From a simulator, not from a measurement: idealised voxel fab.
process module | voxel transistor to metal
cross-section cut | 190 nm wide | cells 5 nm
A cross-section is a grid of square cells, given in bands from the top down. A band is one or more rows of cells.
Each band's line starts with the height of the band's top and of its bottom, in nm. Then come its materials from left to right, each with its width in nm. One material with "throughout" fills the band from edge to edge. "air" is empty space.
Height 0 is the level under which the wafer as received is all one material. The lowest band goes on downwards, as in "0 down".
A width such as "30 to 40" changes by the same amount from each row of cells to the next, from the band's top row to its bottom row.
"no change" after a step means that no cell of the cross-section changed.
closed voids: empty space of 8 cells or more with no open way to the top, each as width x height at its distance from the left edge, in nm
after a step's settings: what the simulator itself notes on the step
overlay nm, on a step with a mask: how far to the right of its planned place the mask lay; to the left if negative
plan
1 op RECEIVE | material Si
2 op OXIDIZE | depth nm 5
3 op CONFORMAL_DEP | material SiN | thk nm 15
4 op PATTERN | tone cover | mask id ACTIVE | material resist | width nm 115 | thk nm 20 | overlay nm 0
5 op DIRECTIONAL_ETCH | etch materials SiN | depth nm 15
6 op DIRECTIONAL_ETCH | etch materials SiO2 | depth nm 5
7 op DIRECTIONAL_ETCH | etch materials Si | depth nm 30
8 op STRIP | etch materials resist
9 op OXIDIZE | depth nm 5
10 op FILL_DEP | material SiO2 | thk nm 15
11 op CMP | height nm 15
12 op SELECTIVE_ETCH | etch materials SiO2 | depth nm 15
13 op STRIP | etch materials SiN
14 op SELECTIVE_ETCH | etch materials SiO2 | depth nm 5
15 op OXIDIZE | depth nm 5
16 op DIRECTIONAL_DEP | material polySi | thk nm 20
17 op DIRECTIONAL_DEP | material SiCN | thk nm 15
18 op DIRECTIONAL_DEP | material aC | thk nm 15
19 op PATTERN | tone cover | mask id GATE | material resist | width nm 35 | thk nm 35 | overlay nm 0
20 op DIRECTIONAL_ETCH | etch materials aC | depth nm 15
21 op STRIP | etch materials resist
22 op DIRECTIONAL_ETCH | etch materials SiCN | depth nm 25
23 op DIRECTIONAL_ETCH | etch materials polySi | depth nm 30
24 op STRIP | etch materials aC
25 op CONFORMAL_DEP | material SiN | thk nm 10
26 op DIRECTIONAL_ETCH | etch materials SiN | depth nm 10
27 op DIRECTIONAL_ETCH | etch materials SiO2 | depth nm 5
28 op DIRECTIONAL_ETCH | etch materials Si | depth nm 15
29 op EPI | material SiGe | thk nm 15
30 op FILL_DEP | material SiO2 | thk nm 5
31 op CMP | height nm 15
32 op STRIP | etch materials polySi
33 op SELECTIVE_ETCH | etch materials SiO2 | depth nm 5
34 op CONFORMAL_DEP | material HfO2 | thk nm 5
35 op CONFORMAL_DEP | material TiN | thk nm 5
36 op FILL_DEP | material W | thk nm 10
37 op CMP | height nm 10
38 op DIRECTIONAL_DEP | material SiO2 | thk nm 10
39 op DIRECTIONAL_DEP | material aC | thk nm 15
40 op PATTERN | tone open | mask id CONTACT | material resist | width nm 15 | pitch nm 80 | thk nm 30 | overlay nm 0
41 op DIRECTIONAL_ETCH | etch materials aC | depth nm 15
42 op STRIP | etch materials resist
43 op DIRECTIONAL_ETCH | etch materials SiO2 | depth nm 30
44 op STRIP | etch materials aC
45 op CONFORMAL_DEP | material TiN | thk nm 5
46 op FILL_DEP | material Ru | thk nm 5
47 op CMP | height nm 20
48 op CONFORMAL_DEP | material SiCN | thk nm 5
49 op DIRECTIONAL_DEP | material SiO2 | thk nm 25
50 op MASKED_ETCH | tone open | mask id METAL_1 | width nm 15 | pitch nm 80 | etch materials SiO2 | depth nm 25 | overlay nm 0
51 op MASKED_ETCH | tone open | mask id METAL_1 | width nm 15 | pitch nm 80 | etch materials SiCN | depth nm 5 | overlay nm 0
52 op CONFORMAL_DEP | material TiN | thk nm 5
53 op FILL_DEP | material Cu | thk nm 10
54 op CMP | height nm 50
55 op CONFORMAL_DEP | material SiCN | thk nm 5
first wafer, as planned
as received, after step 1
  0 down: Si throughout
  closed voids: none
after step 2
  0 to -5: SiO2 throughout
  below -5: unchanged
after step 3
  15 to 0: SiN throughout
  below 0: unchanged
after step 4
  35 to 15: air 35 | resist 115 | air 40
  below 15: unchanged
after step 5
  35 to 15: air 35 | resist 115 | air 40
  15 to 0: air 35 | SiN 115 | air 40
  below 0: unchanged
after step 6
  35 to 15: air 35 | resist 115 | air 40
  15 to 0: air 35 | SiN 115 | air 40
  0 to -5: air 35 | SiO2 115 | air 40
  below -5: unchanged
after step 7
  35 to 15: air 35 | resist 115 | air 40
  15 to 0: air 35 | SiN 115 | air 40
  0 to -5: air 35 | SiO2 115 | air 40
  -5 to -35: air 35 | Si 115 | air 40
  below -35: unchanged
after step 8
  15 to 0: air 35 | SiN 115 | air 40
  below 0: unchanged
after step 9
  15 to 0: air 35 | SiN 115 | air 40
  0 to -5: air 35 | SiO2 115 | air 40
  -5 to -35: air 35 | SiO2 5 | Si 105 | SiO2 5 | air 40
  -35 to -40: SiO2 40 | Si 105 | SiO2 45
  below -40: unchanged
after step 10
  30 to 15: SiO2 throughout
  15 to 0: SiO2 35 | SiN 115 | SiO2 40
  0 to -5: SiO2 throughout
  -5 to -40: SiO2 40 | Si 105 | SiO2 45
  below -40: unchanged
after step 11
  15 to 0: SiO2 35 | SiN 115 | SiO2 40
  below 0: unchanged
after step 12
  15 to 0: air 35 | SiN 115 | air 40
  below 0: unchanged
after step 13
  0 to -5: SiO2 throughout
  below -5: unchanged
after step 14
  -5 to -40: SiO2 40 | Si 105 | SiO2 45
  below -40: unchanged
after step 15
  -5 to -10: SiO2 throughout
  below -10: unchanged
after step 16
  15 to -5: polySi throughout
  below -5: unchanged
after step 17
  30 to 15: SiCN throughout
  below 15: unchanged
after step 18
  45 to 30: aC throughout
  below 30: unchanged
after step 19
  80 to 45: air 75 | resist 35 | air 80
  below 45: unchanged
after step 20
  65 to 45: air 75 | resist 35 | air 80
  45 to 30: air 75 | aC 35 | air 80
  below 30: unchanged
after step 21
  45 to 30: air 75 | aC 35 | air 80
  below 30: unchanged
after step 22
  45 to 30: air 75 | aC 35 | air 80
  30 to 15: air 75 | SiCN 35 | air 80
  below 15: unchanged
after step 23
  45 to 30: air 75 | aC 35 | air 80
  30 to 15: air 75 | SiCN 35 | air 80
  15 to -5: air 75 | polySi 35 | air 80
  below -5: unchanged
after step 24
  30 to 15: air 75 | SiCN 35 | air 80
  below 15: unchanged
after step 25
  40 to 30: air 65 | SiN 55 | air 70
  30 to 15: air 65 | SiN 10 | SiCN 35 | SiN 10 | air 70
  15 to 5: air 65 | SiN 10 | polySi 35 | SiN 10 | air 70
  5 to -5: SiN 75 | polySi 35 | SiN 80
  below -5: unchanged
after step 26
  30 to 15: air 65 | SiN 10 | SiCN 35 | SiN 10 | air 70
  15 to -5: air 65 | SiN 10 | polySi 35 | SiN 10 | air 70
  below -5: unchanged
after step 27
  30 to 15: air 65 | SiN 10 | SiCN 35 | SiN 10 | air 70
  15 to -5: air 65 | SiN 10 | polySi 35 | SiN 10 | air 70
  -5 to -10: air 65 | SiO2 55 | air 70
  below -10: unchanged
after step 28
  30 to 15: air 65 | SiN 10 | SiCN 35 | SiN 10 | air 70
  15 to -5: air 65 | SiN 10 | polySi 35 | SiN 10 | air 70
  -5 to -10: air 65 | SiO2 55 | air 70
  -10 to -25: SiO2 40 | air 25 | Si 55 | air 25 | SiO2 45
  below -25: unchanged
after step 29
  30 to 15: air 65 | SiN 10 | SiCN 35 | SiN 10 | air 70
  15 to 5: air 65 | SiN 10 | polySi 35 | SiN 10 | air 70
  5 to -5: air 50 | SiGe 15 | SiN 10 | polySi 35 | SiN 10 | SiGe 15 | air 55
  -5 to -10: air 50 | SiGe 15 | SiO2 55 | SiGe 15 | air 55
  -10 to -25: SiO2 40 | SiGe 25 | Si 55 | SiGe 25 | SiO2 45
  below -25: unchanged
after step 30
  35 to 30: SiO2 throughout
  30 to 15: SiO2 65 | SiN 10 | SiCN 35 | SiN 10 | SiO2 70
  15 to 5: SiO2 65 | SiN 10 | polySi 35 | SiN 10 | SiO2 70
  5 to -5: SiO2 50 | SiGe 15 | SiN 10 | polySi 35 | SiN 10 | SiGe 15 | SiO2 55
  -5 to -10: SiO2 50 | SiGe 15 | SiO2 55 | SiGe 15 | SiO2 55
  below -10: unchanged
after step 31
  15 to 5: SiO2 65 | SiN 10 | polySi 35 | SiN 10 | SiO2 70
  below 5: unchanged
after step 32
  15 to 5: SiO2 65 | SiN 10 | air 35 | SiN 10 | SiO2 70
  5 to -5: SiO2 50 | SiGe 15 | SiN 10 | air 35 | SiN 10 | SiGe 15 | SiO2 55
  below -5: unchanged
after step 33
  15 to 10: air 65 | SiN 10 | air 35 | SiN 10 | air 70
  10 to 5: SiO2 65 | SiN 10 | air 35 | SiN 10 | SiO2 70
  5 to -5: SiO2 50 | SiGe 15 | SiN 10 | air 35 | SiN 10 | SiGe 15 | SiO2 55
  -5 to -10: SiO2 50 | SiGe 15 | SiO2 5 | air 45 | SiO2 5 | SiGe 15 | SiO2 55
  below -10: unchanged
after step 34
  20 to 15: air 60 | HfO2 20 | air 25 | HfO2 20 | air 65
  15 to 10: HfO2 65 | SiN 10 | HfO2 5 | air 25 | HfO2 5 | SiN 10 | HfO2 70
  10 to 5: SiO2 65 | SiN 10 | HfO2 5 | air 25 | HfO2 5 | SiN 10 | SiO2 70
  5 to -5: SiO2 50 | SiGe 15 | SiN 10 | HfO2 5 | air 25 | HfO2 5 | SiN 10 | SiGe 15 | SiO2 55
  -5 to -10: SiO2 50 | SiGe 15 | SiO2 5 | HfO2 45 | SiO2 5 | SiGe 15 | SiO2 55
  below -10: unchanged
after step 35
  25 to 20: air 55 | TiN 30 | air 15 | TiN 30 | air 60
  20 to 15: TiN 60 | HfO2 20 | TiN 5 | air 15 | TiN 5 | HfO2 20 | TiN 65
  15 to 10: HfO2 65 | SiN 10 | HfO2 5 | TiN 5 | air 15 | TiN 5 | HfO2 5 | SiN 10 | HfO2 70
  10 to 5: SiO2 65 | SiN 10 | HfO2 5 | TiN 5 | air 15 | TiN 5 | HfO2 5 | SiN 10 | SiO2 70
  5 to 0: SiO2 50 | SiGe 15 | SiN 10 | HfO2 5 | TiN 5 | air 15 | TiN 5 | HfO2 5 | SiN 10 | SiGe 15 | SiO2 55
  0 to -5: SiO2 50 | SiGe 15 | SiN 10 | HfO2 5 | TiN 25 | HfO2 5 | SiN 10 | SiGe 15 | SiO2 55
  below -5: unchanged
after step 36
  35 to 25: W throughout
  25 to 20: W 55 | TiN 30 | W 15 | TiN 30 | W 60
  20 to 15: TiN 60 | HfO2 20 | TiN 5 | W 15 | TiN 5 | HfO2 20 | TiN 65
  15 to 10: HfO2 65 | SiN 10 | HfO2 5 | TiN 5 | W 15 | TiN 5 | HfO2 5 | SiN 10 | HfO2 70
  10 to 5: SiO2 65 | SiN 10 | HfO2 5 | TiN 5 | W 15 | TiN 5 | HfO2 5 | SiN 10 | SiO2 70
  5 to 0: SiO2 50 | SiGe 15 | SiN 10 | HfO2 5 | TiN 5 | W 15 | TiN 5 | HfO2 5 | SiN 10 | SiGe 15 | SiO2 55
  below 0: unchanged
after step 37
  10 to 5: SiO2 65 | SiN 10 | HfO2 5 | TiN 5 | W 15 | TiN 5 | HfO2 5 | SiN 10 | SiO2 70
  below 5: unchanged
after step 38
  20 to 10: SiO2 throughout
  below 10: unchanged
after step 39
  35 to 20: aC throughout
  below 20: unchanged
after step 40
  65 to 35: resist 45 | air 15 | resist 65 | air 15 | resist 50
  below 35: unchanged
after step 41
  50 to 35: resist 45 | air 15 | resist 65 | air 15 | resist 50
  35 to 20: aC 45 | air 15 | aC 65 | air 15 | aC 50
  below 20: unchanged
after step 42
  35 to 20: aC 45 | air 15 | aC 65 | air 15 | aC 50
  below 20: unchanged
after step 43
  35 to 20: aC 45 | air 15 | aC 65 | air 15 | aC 50
  20 to 10: SiO2 45 | air 15 | SiO2 65 | air 15 | SiO2 50
  10 to 5: SiO2 45 | air 15 | SiO2 5 | SiN 10 | HfO2 5 | TiN 5 | W 15 | TiN 5 | HfO2 5 | SiN 10 | SiO2 5 | air 15 | SiO2 50
  5 to 0: SiO2 45 | air 5 | SiGe 15 | SiN 10 | HfO2 5 | TiN 5 | W 15 | TiN 5 | HfO2 5 | SiN 10 | SiGe 15 | air 5 | SiO2 50
  0 to -5: SiO2 45 | air 5 | SiGe 15 | SiN 10 | HfO2 5 | TiN 25 | HfO2 5 | SiN 10 | SiGe 15 | air 5 | SiO2 50
  -5 to -10: SiO2 45 | air 5 | SiGe 15 | SiO2 5 | HfO2 45 | SiO2 5 | SiGe 15 | air 5 | SiO2 50
  below -10: unchanged
after step 44
  20 to 10: SiO2 45 | air 15 | SiO2 65 | air 15 | SiO2 50
  below 10: unchanged
after step 45
  25 to 20: TiN 50 | air 5 | TiN 75 | air 5 | TiN 55
  20 to 10: SiO2 45 | TiN 5 | air 5 | TiN 5 | SiO2 65 | TiN 5 | air 5 | TiN 5 | SiO2 50
  10 to 5: SiO2 45 | TiN 15 | SiO2 5 | SiN 10 | HfO2 5 | TiN 5 | W 15 | TiN 5 | HfO2 5 | SiN 10 | SiO2 5 | TiN 15 | SiO2 50
  5 to 0: SiO2 45 | TiN 5 | SiGe 15 | SiN 10 | HfO2 5 | TiN 5 | W 15 | TiN 5 | HfO2 5 | SiN 10 | SiGe 15 | TiN 5 | SiO2 50
  0 to -5: SiO2 45 | TiN 5 | SiGe 15 | SiN 10 | HfO2 5 | TiN 25 | HfO2 5 | SiN 10 | SiGe 15 | TiN 5 | SiO2 50
  -5 to -10: SiO2 45 | TiN 5 | SiGe 15 | SiO2 5 | HfO2 45 | SiO2 5 | SiGe 15 | TiN 5 | SiO2 50
  below -10: unchanged
after step 46
  30 to 25: Ru throughout
  25 to 20: TiN 50 | Ru 5 | TiN 75 | Ru 5 | TiN 55
  20 to 10: SiO2 45 | TiN 5 | Ru 5 | TiN 5 | SiO2 65 | TiN 5 | Ru 5 | TiN 5 | SiO2 50
  below 10: unchanged
after step 47
  20 to 10: SiO2 45 | TiN 5 | Ru 5 | TiN 5 | SiO2 65 | TiN 5 | Ru 5 | TiN 5 | SiO2 50
  below 10: unchanged
after step 48
  25 to 20: SiCN throughout
  below 20: unchanged
after step 49
  50 to 25: SiO2 throughout
  below 25: unchanged
after step 50
  50 to 25: SiO2 45 | air 15 | SiO2 65 | air 15 | SiO2 50
  below 25: unchanged
after step 51
  50 to 25: SiO2 45 | air 15 | SiO2 65 | air 15 | SiO2 50
  25 to 20: SiCN 45 | air 15 | SiCN 65 | air 15 | SiCN 50
  below 20: unchanged
after step 52
  55 to 50: TiN 50 | air 5 | TiN 75 | air 5 | TiN 55
  50 to 25: SiO2 45 | TiN 5 | air 5 | TiN 5 | SiO2 65 | TiN 5 | air 5 | TiN 5 | SiO2 50
  25 to 20: SiCN 45 | TiN 15 | SiCN 65 | TiN 15 | SiCN 50
  below 20: unchanged
after step 53
  65 to 55: Cu throughout
  55 to 50: TiN 50 | Cu 5 | TiN 75 | Cu 5 | TiN 55
  50 to 25: SiO2 45 | TiN 5 | Cu 5 | TiN 5 | SiO2 65 | TiN 5 | Cu 5 | TiN 5 | SiO2 50
  below 25: unchanged
after step 54
  50 to 25: SiO2 45 | TiN 5 | Cu 5 | TiN 5 | SiO2 65 | TiN 5 | Cu 5 | TiN 5 | SiO2 50
  below 25: unchanged
after step 55
  55 to 50: SiCN throughout
  below 50: unchanged
second wafer: like start, like plan, one mistake. Through step 3 it matches the first wafer
when step 4 should have ended
  35 to 15: air 40 | resist 105 | air 45
  below 15: unchanged
when step 5 should have ended
  35 to 15: air 40 | resist 105 | air 45
  15 to 0: air 40 | SiN 105 | air 45
  below 0: unchanged
when step 6 should have ended
  35 to 15: air 40 | resist 105 | air 45
  15 to 0: air 40 | SiN 105 | air 45
  0 to -5: air 40 | SiO2 105 | air 45
  below -5: unchanged
when step 7 should have ended
  35 to 15: air 40 | resist 105 | air 45
  15 to 0: air 40 | SiN 105 | air 45
  0 to -5: air 40 | SiO2 105 | air 45
  -5 to -35: air 40 | Si 105 | air 45
  below -35: unchanged
when step 8 should have ended
  15 to 0: air 40 | SiN 105 | air 45
  below 0: unchanged
when step 9 should have ended
  15 to 0: air 40 | SiN 105 | air 45
  0 to -5: air 40 | SiO2 105 | air 45
  -5 to -35: air 40 | SiO2 5 | Si 95 | SiO2 5 | air 45
  -35 to -40: SiO2 45 | Si 95 | SiO2 50
  below -40: unchanged
when step 10 should have ended
  30 to 15: SiO2 throughout
  15 to 0: SiO2 40 | SiN 105 | SiO2 45
  0 to -5: SiO2 throughout
  -5 to -40: SiO2 45 | Si 95 | SiO2 50
  below -40: unchanged
when step 11 should have ended
  15 to 0: SiO2 40 | SiN 105 | SiO2 45
  below 0: unchanged
when step 12 should have ended
  15 to 0: air 40 | SiN 105 | air 45
  below 0: unchanged
when step 13 should have ended
  0 to -5: SiO2 throughout
  below -5: unchanged
when step 14 should have ended
  -5 to -40: SiO2 45 | Si 95 | SiO2 50
  below -40: unchanged
when step 15 should have ended
  -5 to -10: SiO2 throughout
  below -10: unchanged
when step 16 should have ended
  15 to -5: polySi throughout
  below -5: unchanged
when step 17 should have ended
  30 to 15: SiCN throughout
  below 15: unchanged
when step 18 should have ended
  45 to 30: aC throughout
  below 30: unchanged
when step 19 should have ended
  80 to 45: air 75 | resist 35 | air 80
  below 45: unchanged
when step 20 should have ended
  65 to 45: air 75 | resist 35 | air 80
  45 to 30: air 75 | aC 35 | air 80
  below 30: unchanged
when step 21 should have ended
  45 to 30: air 75 | aC 35 | air 80
  below 30: unchanged
when step 22 should have ended
  45 to 30: air 75 | aC 35 | air 80
  30 to 15: air 75 | SiCN 35 | air 80
  below 15: unchanged
when step 23 should have ended
  45 to 30: air 75 | aC 35 | air 80
  30 to 15: air 75 | SiCN 35 | air 80
  15 to -5: air 75 | polySi 35 | air 80
  below -5: unchanged
when step 24 should have ended
  30 to 15: air 75 | SiCN 35 | air 80
  below 15: unchanged
when step 25 should have ended
  40 to 30: air 65 | SiN 55 | air 70
  30 to 15: air 65 | SiN 10 | SiCN 35 | SiN 10 | air 70
  15 to 5: air 65 | SiN 10 | polySi 35 | SiN 10 | air 70
  5 to -5: SiN 75 | polySi 35 | SiN 80
  below -5: unchanged
when step 26 should have ended
  30 to 15: air 65 | SiN 10 | SiCN 35 | SiN 10 | air 70
  15 to -5: air 65 | SiN 10 | polySi 35 | SiN 10 | air 70
  below -5: unchanged
when step 27 should have ended
  30 to 15: air 65 | SiN 10 | SiCN 35 | SiN 10 | air 70
  15 to -5: air 65 | SiN 10 | polySi 35 | SiN 10 | air 70
  -5 to -10: air 65 | SiO2 55 | air 70
  below -10: unchanged
when step 28 should have ended
  30 to 15: air 65 | SiN 10 | SiCN 35 | SiN 10 | air 70
  15 to -5: air 65 | SiN 10 | polySi 35 | SiN 10 | air 70
  -5 to -10: air 65 | SiO2 55 | air 70
  -10 to -25: SiO2 45 | air 20 | Si 55 | air 20 | SiO2 50
  below -25: unchanged
when step 29 should have ended
  30 to 15: air 65 | SiN 10 | SiCN 35 | SiN 10 | air 70
  15 to 5: air 65 | SiN 10 | polySi 35 | SiN 10 | air 70
  5 to -5: air 50 | SiGe 15 | SiN 10 | polySi 35 | SiN 10 | SiGe 15 | air 55
  -5 to -10: air 50 | SiGe 15 | SiO2 55 | SiGe 15 | air 55
  -10 to -25: SiO2 45 | SiGe 20 | Si 55 | SiGe 20 | SiO2 50
  below -25: unchanged
when step 30 should have ended
  35 to 30: SiO2 throughout
  30 to 15: SiO2 65 | SiN 10 | SiCN 35 | SiN 10 | SiO2 70
  15 to 5: SiO2 65 | SiN 10 | polySi 35 | SiN 10 | SiO2 70
  5 to -5: SiO2 50 | SiGe 15 | SiN 10 | polySi 35 | SiN 10 | SiGe 15 | SiO2 55
  -5 to -10: SiO2 50 | SiGe 15 | SiO2 55 | SiGe 15 | SiO2 55
  below -10: unchanged
when step 31 should have ended
  15 to 5: SiO2 65 | SiN 10 | polySi 35 | SiN 10 | SiO2 70
  below 5: unchanged
when step 32 should have ended
  15 to 5: SiO2 65 | SiN 10 | air 35 | SiN 10 | SiO2 70
  5 to -5: SiO2 50 | SiGe 15 | SiN 10 | air 35 | SiN 10 | SiGe 15 | SiO2 55
  below -5: unchanged
when step 33 should have ended
  15 to 10: air 65 | SiN 10 | air 35 | SiN 10 | air 70
  10 to 5: SiO2 65 | SiN 10 | air 35 | SiN 10 | SiO2 70
  5 to -5: SiO2 50 | SiGe 15 | SiN 10 | air 35 | SiN 10 | SiGe 15 | SiO2 55
  -5 to -10: SiO2 50 | SiGe 15 | SiO2 5 | air 45 | SiO2 5 | SiGe 15 | SiO2 55
  below -10: unchanged
when step 34 should have ended
  20 to 15: air 60 | HfO2 20 | air 25 | HfO2 20 | air 65
  15 to 10: HfO2 65 | SiN 10 | HfO2 5 | air 25 | HfO2 5 | SiN 10 | HfO2 70
  10 to 5: SiO2 65 | SiN 10 | HfO2 5 | air 25 | HfO2 5 | SiN 10 | SiO2 70
  5 to -5: SiO2 50 | SiGe 15 | SiN 10 | HfO2 5 | air 25 | HfO2 5 | SiN 10 | SiGe 15 | SiO2 55
  -5 to -10: SiO2 50 | SiGe 15 | SiO2 5 | HfO2 45 | SiO2 5 | SiGe 15 | SiO2 55
  below -10: unchanged
when step 35 should have ended
  25 to 20: air 55 | TiN 30 | air 15 | TiN 30 | air 60
  20 to 15: TiN 60 | HfO2 20 | TiN 5 | air 15 | TiN 5 | HfO2 20 | TiN 65
  15 to 10: HfO2 65 | SiN 10 | HfO2 5 | TiN 5 | air 15 | TiN 5 | HfO2 5 | SiN 10 | HfO2 70
  10 to 5: SiO2 65 | SiN 10 | HfO2 5 | TiN 5 | air 15 | TiN 5 | HfO2 5 | SiN 10 | SiO2 70
  5 to 0: SiO2 50 | SiGe 15 | SiN 10 | HfO2 5 | TiN 5 | air 15 | TiN 5 | HfO2 5 | SiN 10 | SiGe 15 | SiO2 55
  0 to -5: SiO2 50 | SiGe 15 | SiN 10 | HfO2 5 | TiN 25 | HfO2 5 | SiN 10 | SiGe 15 | SiO2 55
  below -5: unchanged
when step 36 should have ended
  35 to 25: W throughout
  25 to 20: W 55 | TiN 30 | W 15 | TiN 30 | W 60
  20 to 15: TiN 60 | HfO2 20 | TiN 5 | W 15 | TiN 5 | HfO2 20 | TiN 65
  15 to 10: HfO2 65 | SiN 10 | HfO2 5 | TiN 5 | W 15 | TiN 5 | HfO2 5 | SiN 10 | HfO2 70
  10 to 5: SiO2 65 | SiN 10 | HfO2 5 | TiN 5 | W 15 | TiN 5 | HfO2 5 | SiN 10 | SiO2 70
  5 to 0: SiO2 50 | SiGe 15 | SiN 10 | HfO2 5 | TiN 5 | W 15 | TiN 5 | HfO2 5 | SiN 10 | SiGe 15 | SiO2 55
  below 0: unchanged
when step 37 should have ended
  10 to 5: SiO2 65 | SiN 10 | HfO2 5 | TiN 5 | W 15 | TiN 5 | HfO2 5 | SiN 10 | SiO2 70
  below 5: unchanged
when step 38 should have ended
  20 to 10: SiO2 throughout
  below 10: unchanged
when step 39 should have ended
  35 to 20: aC throughout
  below 20: unchanged
when step 40 should have ended
  65 to 35: resist 45 | air 15 | resist 65 | air 15 | resist 50
  below 35: unchanged
when step 41 should have ended
  50 to 35: resist 45 | air 15 | resist 65 | air 15 | resist 50
  35 to 20: aC 45 | air 15 | aC 65 | air 15 | aC 50
  below 20: unchanged
when step 42 should have ended
  35 to 20: aC 45 | air 15 | aC 65 | air 15 | aC 50
  below 20: unchanged
when step 43 should have ended
  35 to 20: aC 45 | air 15 | aC 65 | air 15 | aC 50
  20 to 10: SiO2 45 | air 15 | SiO2 65 | air 15 | SiO2 50
  10 to 5: SiO2 45 | air 15 | SiO2 5 | SiN 10 | HfO2 5 | TiN 5 | W 15 | TiN 5 | HfO2 5 | SiN 10 | SiO2 5 | air 15 | SiO2 50
  5 to 0: SiO2 45 | air 5 | SiGe 15 | SiN 10 | HfO2 5 | TiN 5 | W 15 | TiN 5 | HfO2 5 | SiN 10 | SiGe 15 | air 5 | SiO2 50
  0 to -5: SiO2 45 | air 5 | SiGe 15 | SiN 10 | HfO2 5 | TiN 25 | HfO2 5 | SiN 10 | SiGe 15 | air 5 | SiO2 50
  -5 to -10: SiO2 45 | air 5 | SiGe 15 | SiO2 5 | HfO2 45 | SiO2 5 | SiGe 15 | air 5 | SiO2 50
  below -10: unchanged
when step 44 should have ended
  20 to 10: SiO2 45 | air 15 | SiO2 65 | air 15 | SiO2 50
  below 10: unchanged
when step 45 should have ended
  25 to 20: TiN 50 | air 5 | TiN 75 | air 5 | TiN 55
  20 to 10: SiO2 45 | TiN 5 | air 5 | TiN 5 | SiO2 65 | TiN 5 | air 5 | TiN 5 | SiO2 50
  10 to 5: SiO2 45 | TiN 15 | SiO2 5 | SiN 10 | HfO2 5 | TiN 5 | W 15 | TiN 5 | HfO2 5 | SiN 10 | SiO2 5 | TiN 15 | SiO2 50
  5 to 0: SiO2 45 | TiN 5 | SiGe 15 | SiN 10 | HfO2 5 | TiN 5 | W 15 | TiN 5 | HfO2 5 | SiN 10 | SiGe 15 | TiN 5 | SiO2 50
  0 to -5: SiO2 45 | TiN 5 | SiGe 15 | SiN 10 | HfO2 5 | TiN 25 | HfO2 5 | SiN 10 | SiGe 15 | TiN 5 | SiO2 50
  -5 to -10: SiO2 45 | TiN 5 | SiGe 15 | SiO2 5 | HfO2 45 | SiO2 5 | SiGe 15 | TiN 5 | SiO2 50
  below -10: unchanged
when step 46 should have ended
  30 to 25: Ru throughout
  25 to 20: TiN 50 | Ru 5 | TiN 75 | Ru 5 | TiN 55
  20 to 10: SiO2 45 | TiN 5 | Ru 5 | TiN 5 | SiO2 65 | TiN 5 | Ru 5 | TiN 5 | SiO2 50
  below 10: unchanged
when step 47 should have ended
  20 to 10: SiO2 45 | TiN 5 | Ru 5 | TiN 5 | SiO2 65 | TiN 5 | Ru 5 | TiN 5 | SiO2 50
  below 10: unchanged
when step 48 should have ended
  25 to 20: SiCN throughout
  below 20: unchanged
when step 49 should have ended
  50 to 25: SiO2 throughout
  below 25: unchanged
when step 50 should have ended
  50 to 25: SiO2 45 | air 15 | SiO2 65 | air 15 | SiO2 50
  below 25: unchanged
when step 51 should have ended
  50 to 25: SiO2 45 | air 15 | SiO2 65 | air 15 | SiO2 50
  25 to 20: SiCN 45 | air 15 | SiCN 65 | air 15 | SiCN 50
  below 20: unchanged
when step 52 should have ended
  55 to 50: TiN 50 | air 5 | TiN 75 | air 5 | TiN 55
  50 to 25: SiO2 45 | TiN 5 | air 5 | TiN 5 | SiO2 65 | TiN 5 | air 5 | TiN 5 | SiO2 50
  25 to 20: SiCN 45 | TiN 15 | SiCN 65 | TiN 15 | SiCN 50
  below 20: unchanged
when step 53 should have ended
  65 to 55: Cu throughout
  55 to 50: TiN 50 | Cu 5 | TiN 75 | Cu 5 | TiN 55
  50 to 25: SiO2 45 | TiN 5 | Cu 5 | TiN 5 | SiO2 65 | TiN 5 | Cu 5 | TiN 5 | SiO2 50
  below 25: unchanged
when step 54 should have ended
  50 to 25: SiO2 45 | TiN 5 | Cu 5 | TiN 5 | SiO2 65 | TiN 5 | Cu 5 | TiN 5 | SiO2 50
  below 25: unchanged
when step 55 should have ended
  55 to 50: SiCN throughout
  below 50: unchanged
what went wrong: step 4 ran as: op PATTERN | tone cover | mask id ACTIVE | material resist | width nm 105 | thk nm 20 | overlay nm 0
at the end the second wafer has, in cells: 6 fewer of Si | 6 fewer of SiGe | 12 more of SiO2
